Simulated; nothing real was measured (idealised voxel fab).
Title: Process Module voxel ribs on slabs
Section cut is 195 nm wide and gridded with 5 nm square cells.
Cross-section layout: square cells on a grid; listed as bands, top to bottom; a band spans one or more cell rows. Within each band entry, the heights of the top and of the bottom of the band appear first, in that order and in nm; the materials of the band then follow from left to right, each with its corresponding width in nm. The designation "edge to edge" on a single material indicates that it fills the band from edge to edge; the designation "empty" indicates empty space. Heights from 0 (as-received wafer is one material below). Bottom band endless downward, as "0..down". The width entry "30 to 40" should be interpreted row by row: the top row of cells in the band takes the first number, the bottom row takes the second number, and the change between adjacent rows is uniform throughout. A step reported as "stayed the same" is a step in which no cell of the cross-section changed. What "Voids, fully enclosed" gives you is every empty space of 8 cells or more that is cut off from the top. Each appears as width x height at distance, with the distance taken from the left edge and width, height and distance all in nm. Step line, after settings: the simulator's comment on this step. A step's line can hold "overlay nm"; with a mask on that step, the setting says how far right of the planned place the mask lay, while a negative setting says it lay to the left.
[Steps in the process plan]
1) RECEIVE with material Si
2) DIRECTIONAL_DEP with material SiO2, thk nm 20
3) DIRECTIONAL_DEP with material polySi, thk nm 25
4) PATTERN with tone cover, mask id RIB, material resist, width nm 20, thk nm 15, overlay nm 0
5) DIRECTIONAL_ETCH with etch materials polySi, depth nm 15
6) STRIP with etch materials resist
7) DIRECTIONAL_DEP with material aC, thk nm 10
8) PATTERN with tone cover, mask id SLAB, material resist, width nm 80, thk nm 25, overlay nm 0
9) DIRECTIONAL_ETCH with etch materials aC, depth nm 10
10) STRIP with etch materials resist
11) DIRECTIONAL_ETCH with etch materials polySi, depth nm 10
12) STRIP with etch materials aC
13) FILL_DEP with material SiO2, thk nm 20
14) CMP with height nm 60
15) DIRECTIONAL_DEP with material TiN, thk nm 5
16) PATTERN with tone cover, mask id HEATER, material resist, width nm 30, thk nm 15, overlay nm 0
17) DIRECTIONAL_ETCH with etch materials TiN, depth nm 5
18) STRIP with etch materials resist
19) CONFORMAL_DEP with material SiO2, thk nm 10
[First wafer, two in total, run as planned]
[as received, after step 1]
0..down  Si edge to edge
Voids, fully enclosed: none
[Sectional view: wafer, after step 2]
20..0  SiO2 edge to edge
Nothing below the height 0 has changed.
[Sectional view: wafer, after step 3]
45..20  polySi edge to edge
Nothing below the height 20 has changed.
[Sectional view: wafer, after step 4]
60..45  empty 85 nm, then resist 20 nm, then empty 90 nm
Nothing below the height 45 has changed.
[Sectional view: wafer, after step 5]
60..45  empty 85 nm, then resist 20 nm, then empty 90 nm
45..30  empty 85 nm, then polySi 20 nm, then empty 90 nm
Nothing below the height 30 has changed.
[Sectional view: wafer, after step 6]
45..30  empty 85 nm, then polySi 20 nm, then empty 90 nm
Nothing below the height 30 has changed.
[Sectional view: wafer, after step 7]
55..45  empty 85 nm, then aC 20 nm, then empty 90 nm
45..40  empty 85 nm, then polySi 20 nm, then empty 90 nm
40..30  aC 85 nm, then polySi 20 nm, then aC 90 nm
Nothing below the height 30 has changed.
[Sectional view: wafer, after step 8]
80..55  empty 55 nm, then resist 80 nm, then empty 60 nm
55..45  empty 55 nm, then resist 30 nm, then aC 20 nm, then resist 30 nm, then empty 60 nm
45..40  empty 55 nm, then resist 30 nm, then polySi 20 nm, then resist 30 nm, then empty 60 nm
Nothing below the height 40 has changed.
[Sectional view: wafer, after step 9]
70..55  empty 55 nm, then resist 80 nm, then empty 60 nm
55..45  empty 55 nm, then resist 30 nm, then aC 20 nm, then resist 30 nm, then empty 60 nm
45..40  empty 55 nm, then resist 30 nm, then polySi 20 nm, then resist 30 nm, then empty 60 nm
40..30  empty 55 nm, then aC 30 nm, then polySi 20 nm, then aC 30 nm, then empty 60 nm
Nothing below the height 30 has changed.
[Sectional view: wafer, after step 10]
55..45  empty 85 nm, then aC 20 nm, then empty 90 nm
45..40  empty 85 nm, then polySi 20 nm, then empty 90 nm
Nothing below the height 40 has changed.
[Sectional view: wafer, after step 11]
55..45  empty 85 nm, then aC 20 nm, then empty 90 nm
45..40  empty 85 nm, then polySi 20 nm, then empty 90 nm
40..30  empty 55 nm, then aC 30 nm, then polySi 20 nm, then aC 30 nm, then empty 60 nm
30..20  empty 55 nm, then polySi 80 nm, then empty 60 nm
Nothing below the height 20 has changed.
[Sectional view: wafer, after step 12]
45..30  empty 85 nm, then polySi 20 nm, then empty 90 nm
Nothing below the height 30 has changed.
[Sectional view: wafer, after step 13]
65..45  SiO2 edge to edge
45..30  SiO2 85 nm, then polySi 20 nm, then SiO2 90 nm
30..20  SiO2 55 nm, then polySi 80 nm, then SiO2 60 nm
Nothing below the height 20 has changed.
[Sectional view: wafer, after step 14]
60..45  SiO2 edge to edge
Nothing below the height 45 has changed.
[Sectional view: wafer, after step 15]
65..60  TiN edge to edge
Nothing below the height 60 has changed.
[Sectional view: wafer, after step 16]
80..65  empty 80 nm, then resist 30 nm, then empty 85 nm
Nothing below the height 65 has changed.
[Sectional view: wafer, after step 17]
80..65  empty 80 nm, then resist 30 nm, then empty 85 nm
65..60  empty 80 nm, then TiN 30 nm, then empty 85 nm
Nothing below the height 60 has changed.
[Sectional view: wafer, after step 18]
65..60  empty 80 nm, then TiN 30 nm, then empty 85 nm
Nothing below the height 60 has changed.
[Sectional view: wafer, after step 19]
75..70  empty 70 nm, then SiO2 50 nm, then empty 75 nm
70..65  SiO2 edge to edge
65..60  SiO2 80 nm, then TiN 30 nm, then SiO2 85 nm
Nothing below the height 60 has changed.
[Second wafer, same starting state and plan as the first, one mistake in the run, identical through step 1]
[X-section, second wafer, when step 2 was due to finish]
25..0  polySi edge to edge
Nothing below the height 0 has changed.
[X-section, second wafer, when step 3 was due to finish]
45..25  SiO2 edge to edge
Nothing below the height 25 has changed.
[X-section, second wafer, when step 4 was due to finish]
60..45  empty 85 nm, then resist 20 nm, then empty 90 nm
Nothing below the height 45 has changed.
X-section, second wafer, when step 5 was due to finish: stayed the same
[X-section, second wafer, when step 6 was due to finish]
45..25  SiO2 edge to edge
Nothing below the height 25 has changed.
[X-section, second wafer, when step 7 was due to finish]
55..45  aC edge to edge
Nothing below the height 45 has changed.
[X-section, second wafer, when step 8 was due to finish]
80..55  empty 55 nm, then resist 80 nm, then empty 60 nm
Nothing below the height 55 has changed.
[X-section, second wafer, when step 9 was due to finish]
70..55  empty 55 nm, then resist 80 nm, then empty 60 nm
55..45  empty 55 nm, then aC 80 nm, then empty 60 nm
Nothing below the height 45 has changed.
[X-section, second wafer, when step 10 was due to finish]
55..45  empty 55 nm, then aC 80 nm, then empty 60 nm
Nothing below the height 45 has changed.
X-section, second wafer, when step 11 was due to finish: stayed the same
[X-section, second wafer, when step 12 was due to finish]
45..25  SiO2 edge to edge
Nothing below the height 25 has changed.
[X-section, second wafer, when step 13 was due to finish]
65..25  SiO2 edge to edge
Nothing below the height 25 has changed.
[X-section, second wafer, when step 14 was due to finish]
60..25  SiO2 edge to edge
Nothing below the height 25 has changed.
[X-section, second wafer, when step 15 was due to finish]
65..60  TiN edge to edge
Nothing below the height 60 has changed.
[X-section, second wafer, when step 16 was due to finish]
80..65  empty 80 nm, then resist 30 nm, then empty 85 nm
Nothing below the height 65 has changed.
[X-section, second wafer, when step 17 was due to finish]
80..65  empty 80 nm, then resist 30 nm, then empty 85 nm
65..60  empty 80 nm, then TiN 30 nm, then empty 85 nm
Nothing below the height 60 has changed.
[X-section, second wafer, when step 18 was due to finish]
65..60  empty 80 nm, then TiN 30 nm, then empty 85 nm
Nothing below the height 60 has changed.
[X-section, second wafer, when step 19 was due to finish]
75..70  empty 70 nm, then SiO2 50 nm, then empty 75 nm
70..65  SiO2 edge to edge
65..60  SiO2 80 nm, then TiN 30 nm, then SiO2 85 nm
Nothing below the height 60 has changed.
What went wrong in running the wafer? steps 2 and 3 swapped
Heads up, by the end the second wafer has more or fewer cells of some materials compared to the first: SiO2 -151; polySi +151
